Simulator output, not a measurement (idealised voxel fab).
The following process module bears the name voxel transistor to metal.
Cross-section cut: width 300 nm, square cells of 5 nm.
Cross-section = grid of square cells, listed top down in bands; band = one or more rows. What a band's entry tells you: where the top is and where the bottom is, as heights in nm, and after that what lies inside, material by material from left to right, each with its width in nm. Empty space is written as the word "empty", and a single material marked with the word "throughout" occupies the band from edge to edge. The level at which height equals 0 is the one under which the wafer, as it arrives, is entirely one material. No lower edge exists for the bottom band, which continues downward and is notated as in "top 0, no bottom". Graded width ("30..40"): value in top row of band = first number; value in bottom row = second number; row-to-row change constant. Any step labelled "no alterations made" changed none of the cells in the cross-section. Enclosed void entries: empty space of 8 cells or more with no open way to the top, each as width x height at its distance from the left edge, in nm. Note: text after step settings on the step line = simulator remark on that step. "overlay nm" answers the question of how far to the right of plan the mask lay on a step that has a mask, and when it is negative the answer is to the left. What follows is a series of pairs. Each pair shows a cross-section before one process step and the cross-section after it, and the after view is drawn only down to the lowest band that changed. Beneath each pair is the step that lies between the two, with its settings. Pairs may come from different runs of this module on the same starting wafer, so a pair continues from the one above it only where its entry headed "Pre-step snapshot" says so.

### Pre-step snapshot
> top 55, bottom 40  empty: 70, resist: 25, empty: 115, resist: 25, empty: 65
> top 40, bottom 25  SiCN throughout
> top 25, bottom -5  polySi throughout
> top -5, bottom -10  SiO2 throughout
> top -10, bottom -40  SiO2: 25, Si: 110, SiO2: 30, Si: 110, SiO2: 25
> top -40, no bottom  Si throughout
> Enclosed void entries: none

### State After Step
> top 55, bottom 40  empty: 70, resist: 25, empty: 115, resist: 25, empty: 65
> top 40, bottom 25  empty: 70, SiCN: 25, empty: 115, SiCN: 25, empty: 65
> Nothing below the height 25 has changed.
> Enclosed void entries: none
What is the step between the two cross-sections above? DIRECTIONAL_ETCH (etch materials SiCN; depth nm 25)

Pre-step snapshot: Please consult the pair immediately above; the cross-section it shows after its step is the state before this step.

### State After Step
> top 55, bottom 40  empty: 70, resist: 25, empty: 115, resist: 25, empty: 65
> top 40, bottom 25  empty: 70, SiCN: 25, empty: 115, SiCN: 25, empty: 65
> top 25, bottom -5  empty: 70, polySi: 25, empty: 115, polySi: 25, empty: 65
> Nothing below the height -5 has changed.
> Enclosed void entries: none
What is the step between the two cross-sections above? DIRECTIONAL_ETCH (etch materials polySi; depth nm 40)

Pre-step snapshot: Please consult the pair immediately above; the cross-section it shows after its step is the state before this step.

### State After Step
> top 40, bottom 25  empty: 70, SiCN: 25, empty: 115, SiCN: 25, empty: 65
> Nothing below the height 25 has changed.
> Enclosed void entries: none
What is the step between the two cross-sections above? STRIP (etch materials resist)

Pre-step snapshot: Please consult the pair immediately above; the cross-section it shows after its step is the state before this step.

### State After Step
> top 45, bottom 40  empty: 65, SiO2: 35, empty: 105, SiO2: 35, empty: 60
> top 40, bottom 25  empty: 65, SiO2: 5, SiCN: 25, SiO2: 5, empty: 105, SiO2: 5, SiCN: 25, SiO2: 5, empty: 60
> top 25, bottom 0  empty: 65, SiO2: 5, polySi: 25, SiO2: 5, empty: 105, SiO2: 5, polySi: 25, SiO2: 5, empty: 60
> top 0, bottom -5  SiO2: 70, polySi: 25, SiO2: 115, polySi: 25, SiO2: 65
> Nothing below the height -5 has changed.
> Enclosed void entries: none
What is the step between the two cross-sections above? CONFORMAL_DEP (material SiO2; thk nm 5)

Pre-step snapshot: Please consult the pair immediately above; the cross-section it shows after its step is the state before this step.

### State After Step
> top 40, bottom 25  empty: 65, SiO2: 5, SiCN: 25, SiO2: 5, empty: 105, SiO2: 5, SiCN: 25, SiO2: 5, empty: 60
> top 25, bottom -5  empty: 65, SiO2: 5, polySi: 25, SiO2: 5, empty: 105, SiO2: 5, polySi: 25, SiO2: 5, empty: 60
> Nothing below the height -5 has changed.
> Enclosed void entries: none
What is the step between the two cross-sections above? DIRECTIONAL_ETCH (etch materials SiO2; depth nm 5)

Pre-step snapshot: Please consult the pair immediately above; the cross-section it shows after its step is the state before this step.

### State After Step
> top 45, bottom 40  empty: 60, SiN: 45, empty: 95, SiN: 45, empty: 55
> top 40, bottom 25  empty: 60, SiN: 5, SiO2: 5, SiCN: 25, SiO2: 5, SiN: 5, empty: 95, SiN: 5, SiO2: 5, SiCN: 25, SiO2: 5, SiN: 5, empty: 55
> top 25, bottom 0  empty: 60, SiN: 5, SiO2: 5, polySi: 25, SiO2: 5, SiN: 5, empty: 95, SiN: 5, SiO2: 5, polySi: 25, SiO2: 5, SiN: 5, empty: 55
> top 0, bottom -5  SiN: 65, SiO2: 5, polySi: 25, SiO2: 5, SiN: 105, SiO2: 5, polySi: 25, SiO2: 5, SiN: 60
> Nothing below the height -5 has changed.
> Enclosed void entries: none
What is the step between the two cross-sections above? CONFORMAL_DEP (material SiN; thk nm 5)

Pre-step snapshot: Please consult the pair immediately above; the cross-section it shows after its step is the state before this step.

### State After Step
> top 40, bottom 25  empty: 60, SiN: 5, SiO2: 5, SiCN: 25, SiO2: 5, SiN: 5, empty: 95, SiN: 5, SiO2: 5, SiCN: 25, SiO2: 5, SiN: 5, empty: 55
> top 25, bottom -5  empty: 60, SiN: 5, SiO2: 5, polySi: 25, SiO2: 5, SiN: 5, empty: 95, SiN: 5, SiO2: 5, polySi: 25, SiO2: 5, SiN: 5, empty: 55
> Nothing below the height -5 has changed.
> Enclosed void entries: none
What is the step between the two cross-sections above? DIRECTIONAL_ETCH (etch materials SiN; depth nm 5)

Pre-step snapshot: Please consult the pair immediately above; the cross-section it shows after its step is the state before this step.

### State After Step
> top 40, bottom 35  empty: 60, SiN: 5, empty: 5, SiCN: 25, empty: 5, SiN: 5, empty: 95, SiN: 5, empty: 5, SiCN: 25, empty: 5, SiN: 5, empty: 55
> top 35, bottom 25  empty: 60, SiN: 5, SiO2: 5, SiCN: 25, SiO2: 5, SiN: 5, empty: 95, SiN: 5, SiO2: 5, SiCN: 25, SiO2: 5, SiN: 5, empty: 55
> top 25, bottom -5  empty: 60, SiN: 5, SiO2: 5, polySi: 25, SiO2: 5, SiN: 5, empty: 95, SiN: 5, SiO2: 5, polySi: 25, SiO2: 5, SiN: 5, empty: 55
> top -5, bottom -10  empty: 60, SiO2: 45, empty: 95, SiO2: 45, empty: 55
> Nothing below the height -10 has changed.
> Enclosed void entries: none
What is the step between the two cross-sections above? DIRECTIONAL_ETCH (etch materials SiO2; depth nm 5)

Pre-step snapshot: Please consult the pair immediately above; the cross-section it shows after its step is the state before this step.

### State After Step
> top 40, bottom 35  empty: 60, SiN: 5, empty: 5, SiCN: 25, empty: 5, SiN: 5, empty: 95, SiN: 5, empty: 5, SiCN: 25, empty: 5, SiN: 5, empty: 55
> top 35, bottom 25  empty: 60, SiN: 5, SiO2: 5, SiCN: 25, SiO2: 5, SiN: 5, empty: 95, SiN: 5, SiO2: 5, SiCN: 25, SiO2: 5, SiN: 5, empty: 55
> top 25, bottom -5  empty: 60, SiN: 5, SiO2: 5, polySi: 25, SiO2: 5, SiN: 5, empty: 95, SiN: 5, SiO2: 5, polySi: 25, SiO2: 5, SiN: 5, empty: 55
> top -5, bottom -10  empty: 60, SiO2: 45, empty: 95, SiO2: 45, empty: 55
> top -10, bottom -25  SiO2: 25, empty: 35, Si: 45, empty: 30, SiO2: 30, empty: 35, Si: 45, empty: 30, SiO2: 25
> Nothing below the height -25 has changed.
> Enclosed void entries: none
What is the step between the two cross-sections above? DIRECTIONAL_ETCH (etch materials Si; depth nm 15)

Pre-step snapshot: Please consult the pair immediately above; the cross-section it shows after its step is the state before this step.

### State After Step
> top 40, bottom 35  empty: 60, SiN: 5, empty: 5, SiCN: 25, empty: 5, SiN: 5, empty: 95, SiN: 5, empty: 5, SiCN: 25, empty: 5, SiN: 5, empty: 55
> top 35, bottom 25  empty: 60, SiN: 5, SiO2: 5, SiCN: 25, SiO2: 5, SiN: 5, empty: 95, SiN: 5, SiO2: 5, SiCN: 25, SiO2: 5, SiN: 5, empty: 55
> top 25, bottom 5  empty: 60, SiN: 5, SiO2: 5, polySi: 25, SiO2: 5, SiN: 5, empty: 95, SiN: 5, SiO2: 5, polySi: 25, SiO2: 5, SiN: 5, empty: 55
> top 5, bottom -5  empty: 45, pSi: 15, SiN: 5, SiO2: 5, polySi: 25, SiO2: 5, SiN: 5, pSi: 15, empty: 65, pSi: 15, SiN: 5, SiO2: 5, polySi: 25, SiO2: 5, SiN: 5, pSi: 15, empty: 40
> top -5, bottom -10  empty: 45, pSi: 15, SiO2: 45, pSi: 15, empty: 65, pSi: 15, SiO2: 45, pSi: 15, empty: 40
> top -10, bottom -25  SiO2: 25, pSi: 35, Si: 45, pSi: 30, SiO2: 30, pSi: 35, Si: 45, pSi: 30, SiO2: 25
> Nothing below the height -25 has changed.
> Enclosed void entries: none
What is the step between the two cross-sections above? EPI (material pSi; thk nm 15)

Pre-step snapshot: Please consult the pair immediately above; the cross-section it shows after its step is the state before this step.

### State After Step
> top 45, bottom 40  SiO2 throughout
> top 40, bottom 25  SiO2: 60, SiN: 5, SiO2: 5, SiCN: 25, SiO2: 5, SiN: 5, SiO2: 95, SiN: 5, SiO2: 5, SiCN: 25, SiO2: 5, SiN: 5, SiO2: 55
> top 25, bottom 5  SiO2: 60, SiN: 5, SiO2: 5, polySi: 25, SiO2: 5, SiN: 5, SiO2: 95, SiN: 5, SiO2: 5, polySi: 25, SiO2: 5, SiN: 5, SiO2: 55
> top 5, bottom -5  SiO2: 45, pSi: 15, SiN: 5, SiO2: 5, polySi: 25, SiO2: 5, SiN: 5, pSi: 15, SiO2: 65, pSi: 15, SiN: 5, SiO2: 5, polySi: 25, SiO2: 5, SiN: 5, pSi: 15, SiO2: 40
> top -5, bottom -10  SiO2: 45, pSi: 15, SiO2: 45, pSi: 15, SiO2: 65, pSi: 15, SiO2: 45, pSi: 15, SiO2: 40
> Nothing below the height -10 has changed.
> Enclosed void entries: none
What is the step between the two cross-sections above? FILL_DEP (material SiO2; thk nm 5)

Pre-step snapshot: Please consult the pair immediately above; the cross-section it shows after its step is the state before this step.

### State After Step
> top 40, bottom 25  SiO2: 60, SiN: 5, SiO2: 5, SiCN: 25, SiO2: 5, SiN: 5, SiO2: 95, SiN: 5, SiO2: 5, SiCN: 25, SiO2: 5, SiN: 5, SiO2: 55
> Nothing below the height 25 has changed.
> Enclosed void entries: none
What is the step between the two cross-sections above? CMP (height nm 40)

Pre-step snapshot: Please consult the pair immediately above; the cross-section it shows after its step is the state before this step.

### State After Step
> top 50, bottom 40  SiO2 throughout
> Nothing below the height 40 has changed.
> Enclosed void entries: none
What is the step between the two cross-sections above? DIRECTIONAL_DEP (material SiO2; thk nm 10)

Pre-step snapshot: Please consult the pair immediately above; the cross-section it shows after its step is the state before this step.

### State After Step
> top 50, bottom 40  SiO2: 35, empty: 20, SiO2: 50, empty: 20, SiO2: 50, empty: 20, SiO2: 50, empty: 20, SiO2: 35
> top 40, bottom 25  SiO2: 35, empty: 20, SiO2: 5, SiN: 5, SiO2: 5, SiCN: 25, SiO2: 5, SiN: 5, empty: 20, SiO2: 50, empty: 20, SiO2: 5, SiN: 5, SiO2: 5, SiCN: 25, SiO2: 5, SiN: 5, empty: 20, SiO2: 35
> top 25, bottom 5  SiO2: 35, empty: 20, SiO2: 5, SiN: 5, SiO2: 5, polySi: 25, SiO2: 5, SiN: 5, empty: 20, SiO2: 50, empty: 20, SiO2: 5, SiN: 5, SiO2: 5, polySi: 25, SiO2: 5, SiN: 5, empty: 20, SiO2: 35
> top 5, bottom -5  SiO2: 35, empty: 10, pSi: 15, SiN: 5, SiO2: 5, polySi: 25, SiO2: 5, SiN: 5, pSi: 15, empty: 5, SiO2: 50, empty: 10, pSi: 15, SiN: 5, SiO2: 5, polySi: 25, SiO2: 5, SiN: 5, pSi: 15, empty: 5, SiO2: 35
> top -5, bottom -10  SiO2: 35, empty: 10, pSi: 15, SiO2: 45, pSi: 15, empty: 5, SiO2: 50, empty: 10, pSi: 15, SiO2: 45, pSi: 15, empty: 5, SiO2: 35
> Nothing below the height -10 has changed.
> Enclosed void entries: none
What is the step between the two cross-sections above? MASKED_ETCH (tone open; mask id CONTACT; width nm 20; pitch nm 70; etch materials SiO2; depth nm 60; overlay nm 0)

Pre-step snapshot: Please consult the pair immediately above; the cross-section it shows after its step is the state before this step.

### State After Step
> top 55, bottom 50  TiN: 40, empty: 10, TiN: 60, empty: 10, TiN: 60, empty: 10, TiN: 60, empty: 10, TiN: 40
> top 50, bottom 40  SiO2: 35, TiN: 5, empty: 10, TiN: 5, SiO2: 50, TiN: 5, empty: 10, TiN: 5, SiO2: 50, TiN: 5, empty: 10, TiN: 5, SiO2: 50, TiN: 5, empty: 10, TiN: 5, SiO2: 35
> top 40, bottom 25  SiO2: 35, TiN: 5, empty: 10, TiN: 5, SiO2: 5, SiN: 5, SiO2: 5, SiCN: 25, SiO2: 5, SiN: 5, TiN: 5, empty: 10, TiN: 5, SiO2: 50, TiN: 5, empty: 10, TiN: 5, SiO2: 5, SiN: 5, SiO2: 5, SiCN: 25, SiO2: 5, SiN: 5, TiN: 5, empty: 10, TiN: 5, SiO2: 35
> top 25, bottom 10  SiO2: 35, TiN: 5, empty: 10, TiN: 5, SiO2: 5, SiN: 5, SiO2: 5, polySi: 25, SiO2: 5, SiN: 5, TiN: 5, empty: 10, TiN: 5, SiO2: 50, TiN: 5, empty: 10, TiN: 5, SiO2: 5, SiN: 5, SiO2: 5, polySi: 25, SiO2: 5, SiN: 5, TiN: 5, empty: 10, TiN: 5, SiO2: 35
> top 10, bottom 5  SiO2: 35, TiN: 20, SiO2: 5, SiN: 5, SiO2: 5, polySi: 25, SiO2: 5, SiN: 5, TiN: 20, SiO2: 50, TiN: 20, SiO2: 5, SiN: 5, SiO2: 5, polySi: 25, SiO2: 5, SiN: 5, TiN: 20, SiO2: 35
> top 5, bottom -5  SiO2: 35, TiN: 10, pSi: 15, SiN: 5, SiO2: 5, polySi: 25, SiO2: 5, SiN: 5, pSi: 15, TiN: 5, SiO2: 50, TiN: 10, pSi: 15, SiN: 5, SiO2: 5, polySi: 25, SiO2: 5, SiN: 5, pSi: 15, TiN: 5, SiO2: 35
> top -5, bottom -10  SiO2: 35, TiN: 10, pSi: 15, SiO2: 45, pSi: 15, TiN: 5, SiO2: 50, TiN: 10, pSi: 15, SiO2: 45, pSi: 15, TiN: 5, SiO2: 35
> Nothing below the height -10 has changed.
> Enclosed void entries: none
What is the step between the two cross-sections above? CONFORMAL_DEP (material TiN; thk nm 5)

Pre-step snapshot: Please consult the pair immediately above; the cross-section it shows after its step is the state before this step.

### State After Step
> top 60, bottom 55  W throughout
> top 55, bottom 50  TiN: 40, W: 10, TiN: 60, W: 10, TiN: 60, W: 10, TiN: 60, W: 10, TiN: 40
> top 50, bottom 40  SiO2: 35, TiN: 5, W: 10, TiN: 5, SiO2: 50, TiN: 5, W: 10, TiN: 5, SiO2: 50, TiN: 5, W: 10, TiN: 5, SiO2: 50, TiN: 5, W: 10, TiN: 5, SiO2: 35
> top 40, bottom 25  SiO2: 35, TiN: 5, W: 10, TiN: 5, SiO2: 5, SiN: 5, SiO2: 5, SiCN: 25, SiO2: 5, SiN: 5, TiN: 5, W: 10, TiN: 5, SiO2: 50, TiN: 5, W: 10, TiN: 5, SiO2: 5, SiN: 5, SiO2: 5, SiCN: 25, SiO2: 5, SiN: 5, TiN: 5, W: 10, TiN: 5, SiO2: 35
> top 25, bottom 10  SiO2: 35, TiN: 5, W: 10, TiN: 5, SiO2: 5, SiN: 5, SiO2: 5, polySi: 25, SiO2: 5, SiN: 5, TiN: 5, W: 10, TiN: 5, SiO2: 50, TiN: 5, W: 10, TiN: 5, SiO2: 5, SiN: 5, SiO2: 5, polySi: 25, SiO2: 5, SiN: 5, TiN: 5, W: 10, TiN: 5, SiO2: 35
> Nothing below the height 10 has changed.
> Enclosed void entries: none
What is the step between the two cross-sections above? FILL_DEP (material W; thk nm 5)

Pre-step snapshot: Please consult the pair immediately above; the cross-section it shows after its step is the state before this step.

### State After Step
> top 50, bottom 40  SiO2: 35, TiN: 5, W: 10, TiN: 5, SiO2: 50, TiN: 5, W: 10, TiN: 5, SiO2: 50, TiN: 5, W: 10, TiN: 5, SiO2: 50, TiN: 5, W: 10, TiN: 5, SiO2: 35
> Nothing below the height 40 has changed.
> Enclosed void entries: none
What is the step between the two cross-sections above? CMP (height nm 50)

Pre-step snapshot: Please consult the pair immediately above; the cross-section it shows after its step is the state before this step.

### State After Step
> top 55, bottom 50  SiCN throughout
> Nothing below the height 50 has changed.
> Enclosed void entries: none
What is the step between the two cross-sections above? CONFORMAL_DEP (material SiCN; thk nm 5)

Pre-step snapshot: Please consult the pair immediately above; the cross-section it shows after its step is the state before this step.

### State After Step
> top 80, bottom 55  SiO2 throughout
> Nothing below the height 55 has changed.
> Enclosed void entries: none
What is the step between the two cross-sections above? DIRECTIONAL_DEP (material SiO2; thk nm 25)

Pre-step snapshot: Please consult the pair immediately above; the cross-section it shows after its step is the state before this step.

### State After Step
> top 80, bottom 55  SiO2: 35, empty: 20, SiO2: 50, empty: 20, SiO2: 50, empty: 20, SiO2: 50, empty: 20, SiO2: 35
> Nothing below the height 55 has changed.
> Enclosed void entries: none
What is the step between the two cross-sections above? MASKED_ETCH (tone open; mask id METAL_1; width nm 20; pitch nm 70; etch materials SiO2; depth nm 25; overlay nm 0)

Pre-step snapshot: Please consult the pair immediately above; the cross-section it shows after its step is the state before this step.

### State After Step
> top 80, bottom 55  SiO2: 35, empty: 20, SiO2: 50, empty: 20, SiO2: 50, empty: 20, SiO2: 50, empty: 20, SiO2: 35
> top 55, bottom 50  SiCN: 35, empty: 20, SiCN: 50, empty: 20, SiCN: 50, empty: 20, SiCN: 50, empty: 20, SiCN: 35
> Nothing below the height 50 has changed.
> Enclosed void entries: none
What is the step between the two cross-sections above? MASKED_ETCH (tone open; mask id METAL_1; width nm 20; pitch nm 70; etch materials SiCN; depth nm 5; overlay nm 0)

Pre-step snapshot: Please consult the pair immediately above; the cross-section it shows after its step is the state before this step.

### State After Step
> top 85, bottom 80  TiN: 40, empty: 10, TiN: 60, empty: 10, TiN: 60, empty: 10, TiN: 60, empty: 10, TiN: 40
> top 80, bottom 55  SiO2: 35, TiN: 5, empty: 10, TiN: 5, SiO2: 50, TiN: 5, empty: 10, TiN: 5, SiO2: 50, TiN: 5, empty: 10, TiN: 5, SiO2: 50, TiN: 5, empty: 10, TiN: 5, SiO2: 35
> top 55, bottom 50  SiCN: 35, TiN: 20, SiCN: 50, TiN: 20, SiCN: 50, TiN: 20, SiCN: 50, TiN: 20, SiCN: 35
> Nothing below the height 50 has changed.
> Enclosed void entries: none
What is the step between the two cross-sections above? CONFORMAL_DEP (material TiN; thk nm 5)

Pre-step snapshot: Please consult the pair immediately above; the cross-section it shows after its step is the state before this step.

### State After Step
> top 95, bottom 85  Cu throughout
> top 85, bottom 80  TiN: 40, Cu: 10, TiN: 60, Cu: 10, TiN: 60, Cu: 10, TiN: 60, Cu: 10, TiN: 40
> top 80, bottom 55  SiO2: 35, TiN: 5, Cu: 10, TiN: 5, SiO2: 50, TiN: 5, Cu: 10, TiN: 5, SiO2: 50, TiN: 5, Cu: 10, TiN: 5, SiO2: 50, TiN: 5, Cu: 10, TiN: 5, SiO2: 35
> Nothing below the height 55 has changed.
> Enclosed void entries: none
What is the step between the two cross-sections above? FILL_DEP (material Cu; thk nm 10)

Pre-step snapshot: Please consult the pair immediately above; the cross-section it shows after its step is the state before this step.

### State After Step
> top 80, bottom 55  SiO2: 35, TiN: 5, Cu: 10, TiN: 5, SiO2: 50, TiN: 5, Cu: 10, TiN: 5, SiO2: 50, TiN: 5, Cu: 10, TiN: 5, SiO2: 50, TiN: 5, Cu: 10, TiN: 5, SiO2: 35
> Nothing below the height 55 has changed.
> Enclosed void entries: none
What is the step between the two cross-sections above? CMP (height nm 80)

Pre-step snapshot: Please consult the pair immediately above; the cross-section it shows after its step is the state before this step.

### State After Step
> top 85, bottom 80  empty: 30, Ru: 30, empty: 40, Ru: 30, empty: 40, Ru: 30, empty: 40, Ru: 30, empty: 30
> Nothing below the height 80 has changed.
> Enclosed void entries: none
What is the step between the two cross-sections above? EPI (material Ru; thk nm 5)

Pre-step snapshot: Please consult the pair immediately above; the cross-section it shows after its step is the state before this step.

### State After Step
> top 90, bottom 85  SiCN throughout
> top 85, bottom 80  SiCN: 30, Ru: 30, SiCN: 40, Ru: 30, SiCN: 40, Ru: 30, SiCN: 40, Ru: 30, SiCN: 30
> Nothing below the height 80 has changed.
> Enclosed void entries: none
What is the step between the two cross-sections above? FILL_DEP (material SiCN; thk nm 5)

### Pre-step snapshot
> top 40, bottom 25  SiCN throughout
> top 25, bottom -5  polySi throughout
> top -5, bottom -10  SiO2 throughout
> top -10, bottom -40  SiO2: 25, Si: 110, SiO2: 30, Si: 110, SiO2: 25
> top -40, no bottom  Si throughout
> Enclosed void entries: none

### State After Step
> top 55, bottom 40  empty: 75, resist: 20, empty: 120, resist: 20, empty: 65
> Nothing below the height 40 has changed.
> Enclosed void entries: none
What is the step between the two cross-sections above? PATTERN (tone cover; mask id GATE; material resist; width nm 20; pitch nm 140; thk nm 15; overlay nm 5)

Pre-step snapshot: Please consult the pair immediately above; the cross-section it shows after its step is the state before this step.

### State After Step
> top 55, bottom 40  empty: 75, resist: 20, empty: 120, resist: 20, empty: 65
> top 40, bottom 25  empty: 75, SiCN: 20, empty: 120, SiCN: 20, empty: 65
> Nothing below the height 25 has changed.
> Enclosed void entries: none
What is the step between the two cross-sections above? DIRECTIONAL_ETCH (etch materials SiCN; depth nm 25)

Pre-step snapshot: Please consult the pair immediately above; the cross-section it shows after its step is the state before this step.

### State After Step
> top 55, bottom 40  empty: 75, resist: 20, empty: 120, resist: 20, empty: 65
> top 40, bottom 25  empty: 75, SiCN: 20, empty: 120, SiCN: 20, empty: 65
> top 25, bottom -5  empty: 75, polySi: 20, empty: 120, polySi: 20, empty: 65
> Nothing below the height -5 has changed.
> Enclosed void entries: none
What is the step between the two cross-sections above? DIRECTIONAL_ETCH (etch materials polySi; depth nm 40)

Pre-step snapshot: Please consult the pair immediately above; the cross-section it shows after its step is the state before this step.

### State After Step
> top 40, bottom 25  empty: 75, SiCN: 20, empty: 120, SiCN: 20, empty: 65
> Nothing below the height 25 has changed.
> Enclosed void entries: none
What is the step between the two cross-sections above? STRIP (etch materials resist)

Pre-step snapshot: Please consult the pair immediately above; the cross-section it shows after its step is the state before this step.

### State After Step
> top 45, bottom 40  empty: 70, SiO2: 30, empty: 110, SiO2: 30, empty: 60
> top 40, bottom 25  empty: 70, SiO2: 5, SiCN: 20, SiO2: 5, empty: 110, SiO2: 5, SiCN: 20, SiO2: 5, empty: 60
> top 25, bottom 0  empty: 70, SiO2: 5, polySi: 20, SiO2: 5, empty: 110, SiO2: 5, polySi: 20, SiO2: 5, empty: 60
> top 0, bottom -5  SiO2: 75, polySi: 20, SiO2: 120, polySi: 20, SiO2: 65
> Nothing below the height -5 has changed.
> Enclosed void entries: none
What is the step between the two cross-sections above? CONFORMAL_DEP (material SiO2; thk nm 5)

Pre-step snapshot: Please consult the pair immediately above; the cross-section it shows after its step is the state before this step.

### State After Step
> top 40, bottom 25  empty: 70, SiO2: 5, SiCN: 20, SiO2: 5, empty: 110, SiO2: 5, SiCN: 20, SiO2: 5, empty: 60
> top 25, bottom -5  empty: 70, SiO2: 5, polySi: 20, SiO2: 5, empty: 110, SiO2: 5, polySi: 20, SiO2: 5, empty: 60
> Nothing below the height -5 has changed.
> Enclosed void entries: none
What is the step between the two cross-sections above? DIRECTIONAL_ETCH (etch materials SiO2; depth nm 5)

Pre-step snapshot: Please consult the pair immediately above; the cross-section it shows after its step is the state before this step.

### State After Step
> top 45, bottom 40  empty: 65, SiN: 40, empty: 100, SiN: 40, empty: 55
> top 40, bottom 25  empty: 65, SiN: 5, SiO2: 5, SiCN: 20, SiO2: 5, SiN: 5, empty: 100, SiN: 5, SiO2: 5, SiCN: 20, SiO2: 5, SiN: 5, empty: 55
> top 25, bottom 0  empty: 65, SiN: 5, SiO2: 5, polySi: 20, SiO2: 5, SiN: 5, empty: 100, SiN: 5, SiO2: 5, polySi: 20, SiO2: 5, SiN: 5, empty: 55
> top 0, bottom -5  SiN: 70, SiO2: 5, polySi: 20, SiO2: 5, SiN: 110, SiO2: 5, polySi: 20, SiO2: 5, SiN: 60
> Nothing below the height -5 has changed.
> Enclosed void entries: none
What is the step between the two cross-sections above? CONFORMAL_DEP (material SiN; thk nm 5)

Pre-step snapshot: Please consult the pair immediately above; the cross-section it shows after its step is the state before this step.

### State After Step
> top 40, bottom 25  empty: 65, SiN: 5, SiO2: 5, SiCN: 20, SiO2: 5, SiN: 5, empty: 100, SiN: 5, SiO2: 5, SiCN: 20, SiO2: 5, SiN: 5, empty: 55
> top 25, bottom -5  empty: 65, SiN: 5, SiO2: 5, polySi: 20, SiO2: 5, SiN: 5, empty: 100, SiN: 5, SiO2: 5, polySi: 20, SiO2: 5, SiN: 5, empty: 55
> Nothing below the height -5 has changed.
> Enclosed void entries: none
What is the step between the two cross-sections above? DIRECTIONAL_ETCH (etch materials SiN; depth nm 5)

Pre-step snapshot: Please consult the pair immediately above; the cross-section it shows after its step is the state before this step.

### State After Step
> top 40, bottom 35  empty: 65, SiN: 5, empty: 5, SiCN: 20, empty: 5, SiN: 5, empty: 100, SiN: 5, empty: 5, SiCN: 20, empty: 5, SiN: 5, empty: 55
> top 35, bottom 25  empty: 65, SiN: 5, SiO2: 5, SiCN: 20, SiO2: 5, SiN: 5, empty: 100, SiN: 5, SiO2: 5, SiCN: 20, SiO2: 5, SiN: 5, empty: 55
> top 25, bottom -5  empty: 65, SiN: 5, SiO2: 5, polySi: 20, SiO2: 5, SiN: 5, empty: 100, SiN: 5, SiO2: 5, polySi: 20, SiO2: 5, SiN: 5, empty: 55
> top -5, bottom -10  empty: 65, SiO2: 40, empty: 100, SiO2: 40, empty: 55
> Nothing below the height -10 has changed.
> Enclosed void entries: none
What is the step between the two cross-sections above? DIRECTIONAL_ETCH (etch materials SiO2; depth nm 5)

Pre-step snapshot: Please consult the pair immediately above; the cross-section it shows after its step is the state before this step.

### State After Step
> top 40, bottom 35  empty: 65, SiN: 5, empty: 5, SiCN: 20, empty: 5, SiN: 5, empty: 100, SiN: 5, empty: 5, SiCN: 20, empty: 5, SiN: 5, empty: 55
> top 35, bottom 25  empty: 65, SiN: 5, SiO2: 5, SiCN: 20, SiO2: 5, SiN: 5, empty: 100, SiN: 5, SiO2: 5, SiCN: 20, SiO2: 5, SiN: 5, empty: 55
> top 25, bottom -5  empty: 65, SiN: 5, SiO2: 5, polySi: 20, SiO2: 5, SiN: 5, empty: 100, SiN: 5, SiO2: 5, polySi: 20, SiO2: 5, SiN: 5, empty: 55
> top -5, bottom -10  empty: 65, SiO2: 40, empty: 100, SiO2: 40, empty: 55
> top -10, bottom -25  SiO2: 25, empty: 40, Si: 40, empty: 30, SiO2: 30, empty: 40, Si: 40, empty: 30, SiO2: 25
> Nothing below the height -25 has changed.
> Enclosed void entries: none
What is the step between the two cross-sections above? DIRECTIONAL_ETCH (etch materials Si; depth nm 15)

Pre-step snapshot: Please consult the pair immediately above; the cross-section it shows after its step is the state before this step.

### State After Step
> top 40, bottom 35  empty: 65, SiN: 5, empty: 5, SiCN: 20, empty: 5, SiN: 5, empty: 100, SiN: 5, empty: 5, SiCN: 20, empty: 5, SiN: 5, empty: 55
> top 35, bottom 25  empty: 65, SiN: 5, SiO2: 5, SiCN: 20, SiO2: 5, SiN: 5, empty: 100, SiN: 5, SiO2: 5, SiCN: 20, SiO2: 5, SiN: 5, empty: 55
> top 25, bottom 5  empty: 65, SiN: 5, SiO2: 5, polySi: 20, SiO2: 5, SiN: 5, empty: 100, SiN: 5, SiO2: 5, polySi: 20, SiO2: 5, SiN: 5, empty: 55
> top 5, bottom -5  empty: 50, pSi: 15, SiN: 5, SiO2: 5, polySi: 20, SiO2: 5, SiN: 5, pSi: 15, empty: 70, pSi: 15, SiN: 5, SiO2: 5, polySi: 20, SiO2: 5, SiN: 5, pSi: 15, empty: 40
> top -5, bottom -10  empty: 50, pSi: 15, SiO2: 40, pSi: 15, empty: 70, pSi: 15, SiO2: 40, pSi: 15, empty: 40
> top -10, bottom -25  SiO2: 25, pSi: 40, Si: 40, pSi: 30, SiO2: 30, pSi: 40, Si: 40, pSi: 30, SiO2: 25
> Nothing below the height -25 has changed.
> Enclosed void entries: none
What is the step between the two cross-sections above? EPI (material pSi; thk nm 15)

Pre-step snapshot: Please consult the pair immediately above; the cross-section it shows after its step is the state before this step.

### State After Step
> top 45, bottom 40  SiO2 throughout
> top 40, bottom 25  SiO2: 65, SiN: 5, SiO2: 5, SiCN: 20, SiO2: 5, SiN: 5, SiO2: 100, SiN: 5, SiO2: 5, SiCN: 20, SiO2: 5, SiN: 5, SiO2: 55
> top 25, bottom 5  SiO2: 65, SiN: 5, SiO2: 5, polySi: 20, SiO2: 5, SiN: 5, SiO2: 100, SiN: 5, SiO2: 5, polySi: 20, SiO2: 5, SiN: 5, SiO2: 55
> top 5, bottom -5  SiO2: 50, pSi: 15, SiN: 5, SiO2: 5, polySi: 20, SiO2: 5, SiN: 5, pSi: 15, SiO2: 70, pSi: 15, SiN: 5, SiO2: 5, polySi: 20, SiO2: 5, SiN: 5, pSi: 15, SiO2: 40
> top -5, bottom -10  SiO2: 50, pSi: 15, SiO2: 40, pSi: 15, SiO2: 70, pSi: 15, SiO2: 40, pSi: 15, SiO2: 40
> Nothing below the height -10 has changed.
> Enclosed void entries: none
What is the step between the two cross-sections above? FILL_DEP (material SiO2; thk nm 5)

Pre-step snapshot: Please consult the pair immediately above; the cross-section it shows after its step is the state before this step.

### State After Step
> top 40, bottom 25  SiO2: 65, SiN: 5, SiO2: 5, SiCN: 20, SiO2: 5, SiN: 5, SiO2: 100, SiN: 5, SiO2: 5, SiCN: 20, SiO2: 5, SiN: 5, SiO2: 55
> Nothing below the height 25 has changed.
> Enclosed void entries: none
What is the step between the two cross-sections above? CMP (height nm 40)
